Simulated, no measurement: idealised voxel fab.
process module | voxel wiring stack
FYI the section here is cut, 180 nm wide, cells are 5 nm squares.
We lay out every cross-section as a grid of square cells and spell it out in bands from the top down, where one band means one or more rows of cells. Top, bottom (nm), then materials left to right with widths (nm); lone material tagged "edge to edge" fills the whole band edge to edge; "air" = empty space. Height datum 0, below which the as-received substrate wafer is one material. Lowest band open at the bottom, running downward: "0 -> down". A two-number width, for instance "30 to 40", indicates that the width is equal to the first number in the top row of the band and to the second number in the bottom row, and that it changes by a constant amount per row of cells. A step reported as "left unchanged" is a step in which no cell of the cross-section changed. The entry titled "Voids lacking openings" provides the empty spaces that have no open way to the top, restricted to those of 8 cells or more. Each is presented as width x height at distance, the distance being measured from the left edge, with all three in nm. Read whatever lies past the settings on a step's line as the simulator's own remark about the step. When a step includes a mask, the "overlay nm" setting on its line states how far to the right of its planned place that mask lay, and negative values state how far to the left.
Process steps (planned)
1: RECEIVE,material Si
2: CONFORMAL_DEP,material SiO2,thk nm 10
3: CONFORMAL_DEP,material SiN,thk nm 5
4: DIRECTIONAL_DEP,material SiO2,thk nm 25
5: PATTERN,tone open,mask id METAL_1,material resist,width nm 30,pitch nm 60,thk nm 20,overlay nm 0
6: DIRECTIONAL_ETCH,etch materials SiO2,depth nm 25
7: DIRECTIONAL_ETCH,etch materials SiN,depth nm 5
8: STRIP,etch materials resist
9: CONFORMAL_DEP,material TiN,thk nm 5
10: FILL_DEP,material W,thk nm 5
11: CMP,height nm 40
12: CONFORMAL_DEP,material SiCN,thk nm 5
13: DIRECTIONAL_DEP,material SiO2,thk nm 10
14: MASKED_ETCH,tone open,mask id PLUG_1,width nm 15,etch materials SiO2,depth nm 10,overlay nm 0
15: MASKED_ETCH,tone open,mask id PLUG_1,width nm 15,etch materials SiCN,depth nm 5,overlay nm 0
16: CONFORMAL_DEP,material TiN,thk nm 5
17: FILL_DEP,material Cu,thk nm 5
18: CMP,height nm 55
19: DIRECTIONAL_DEP,material TiN,thk nm 5
20: DIRECTIONAL_DEP,material Ru,thk nm 25
21: PATTERN,tone cover,mask id METAL_2,material resist,width nm 30,pitch nm 60,thk nm 15,overlay nm 0
22: DIRECTIONAL_ETCH,etch materials Ru,depth nm 25
23: DIRECTIONAL_ETCH,etch materials TiN,depth nm 5
24: STRIP,etch materials resist
25: CONFORMAL_DEP,material SiCN,thk nm 5
26: FILL_DEP,material SiO2,thk nm 10
27: CMP,height nm 85
28: CONFORMAL_DEP,material SiCN,thk nm 5
29: DIRECTIONAL_DEP,material SiO2,thk nm 30
30: DIRECTIONAL_DEP,material aC,thk nm 10
31: PATTERN,tone open,mask id METAL_3_HOLES,material resist,width nm 15,pitch nm 60,thk nm 30,overlay nm -15
32: DIRECTIONAL_ETCH,etch materials aC,depth nm 10
33: STRIP,etch materials resist
34: DIRECTIONAL_ETCH,etch materials SiO2,depth nm 30
35: STRIP,etch materials aC
36: PATTERN,tone open,mask id METAL_3,material resist,width nm 30,pitch nm 60,thk nm 15,overlay nm 0
37: DIRECTIONAL_ETCH,etch materials SiO2,depth nm 20
38: DIRECTIONAL_ETCH,etch materials SiCN,depth nm 5
39: STRIP,etch materials resist
40: CONFORMAL_DEP,material TiN,thk nm 5
41: FILL_DEP,material Cu,thk nm 10
42: CMP,height nm 120
43: CONFORMAL_DEP,material SiN,thk nm 5
For this document, wafers share an identical start and vary in the step 31 overlay nm; the plan quotes the first wafer's value.
First wafer of several, as received: cross-section after step 1
- 0 -> down  Si edge to edge
- Voids lacking openings: none
First of several wafers, sectioned at end of module (last step: step 43)
- 125 -> 120  SiN edge to edge
- 120 -> 105  SiO2: 30, then TiN: 5, then Cu: 35, then TiN: 5, then SiO2: 15, then TiN: 5, then Cu: 35, then TiN: 5, then SiO2: 45
- 105 -> 95  SiO2: 30, then TiN: 5, then Cu: 5, then TiN: 35 to 5, then SiO2: 15 to 45, then TiN: 5, then Cu: 5, then TiN: 35 to 5, then SiO2: 45 to 75
- 95 -> 90  SiO2: 30, then TiN: 15, then SiO2: 45, then TiN: 15, then SiO2: 75
- 90 -> 85  SiCN edge to edge
- 85 -> 60  SiO2: 40, then SiCN: 5, then Ru: 30, then SiCN: 5, then SiO2: 20, then SiCN: 5, then Ru: 30, then SiCN: 5, then SiO2: 40
- 60 -> 55  SiCN: 45, then TiN: 30, then SiCN: 30, then TiN: 30, then SiCN: 45
- 55 -> 45  SiO2: 45, then TiN: 5, then Cu: 5, then TiN: 5, then SiO2: 120
- 45 -> 40  SiCN: 45, then TiN: 15, then SiCN: 120
- 40 -> 15  SiO2: 45, then TiN: 5, then W: 20, then TiN: 5, then SiO2: 30, then TiN: 5, then W: 20, then TiN: 5, then SiO2: 45
- 15 -> 10  SiN: 45, then TiN: 30, then SiN: 30, then TiN: 30, then SiN: 45
- 10 -> 0  SiO2 edge to edge
- 0 -> down  Si edge to edge
- Voids lacking openings: none
Cross-sectional view of the final wafer of several at the module's end
- 125 -> 120  SiN edge to edge
- 120 -> 105  SiO2: 45, then TiN: 5, then Cu: 20, then TiN: 5, then SiO2: 30, then TiN: 5, then Cu: 20, then TiN: 5, then SiO2: 45
- 105 -> 100  SiO2: 45, then TiN: 20, then Cu: 5, then TiN: 5, then SiO2: 30, then TiN: 20, then Cu: 5, then TiN: 5, then SiO2: 45
- 100 -> 90  SiO2: 60, then TiN: 5, then Cu: 5, then TiN: 5, then SiO2: 45, then TiN: 5, then Cu: 5, then TiN: 5, then SiO2: 45
- 90 -> 85  SiCN: 60, then TiN: 15, then SiCN: 45, then TiN: 15, then SiCN: 45
- 85 -> 60  SiO2: 40, then SiCN: 5, then Ru: 30, then SiCN: 5, then SiO2: 20, then SiCN: 5, then Ru: 30, then SiCN: 5, then SiO2: 40
- 60 -> 55  SiCN: 45, then TiN: 30, then SiCN: 30, then TiN: 30, then SiCN: 45
- 55 -> 45  SiO2: 45, then TiN: 5, then Cu: 5, then TiN: 5, then SiO2: 120
- 45 -> 40  SiCN: 45, then TiN: 15, then SiCN: 120
- 40 -> 15  SiO2: 45, then TiN: 5, then W: 20, then TiN: 5, then SiO2: 30, then TiN: 5, then W: 20, then TiN: 5, then SiO2: 45
- 15 -> 10  SiN: 45, then TiN: 30, then SiN: 30, then TiN: 30, then SiN: 45
- 10 -> 0  SiO2 edge to edge
- 0 -> down  Si edge to edge
- Voids lacking openings: none
Where each wafer stands at the end of the module, a row apiece: cells of each material gained (+) or lost (-) since it was received, then closed voids
overlay nm -15, +48 Cu, +60 Ru, +113 SiCN, +60 SiN, +490 SiO2, +89 TiN, +40 W, Voids lacking openings: none
overlay nm -10, +42 Cu, +60 Ru, +111 SiCN, +60 SiN, +498 SiO2, +89 TiN, +40 W, Voids lacking openings: none
overlay nm -5, +36 Cu, +60 Ru, +109 SiCN, +60 SiN, +506 SiO2, +89 TiN, +40 W, Voids lacking openings: none
overlay nm 0, +32 Cu, +60 Ru, +107 SiCN, +60 SiN, +514 SiO2, +87 TiN, +40 W, Voids lacking openings: none
overlay nm 5, +32 Cu, +60 Ru, +107 SiCN, +60 SiN, +514 SiO2, +87 TiN, +40 W, Voids lacking openings: none
overlay nm 10, +32 Cu, +60 Ru, +107 SiCN, +60 SiN, +514 SiO2, +87 TiN, +40 W, Voids lacking openings: none
overlay nm 15, +32 Cu, +60 Ru, +107 SiCN, +60 SiN, +514 SiO2, +87 TiN, +40 W, Voids lacking openings: none
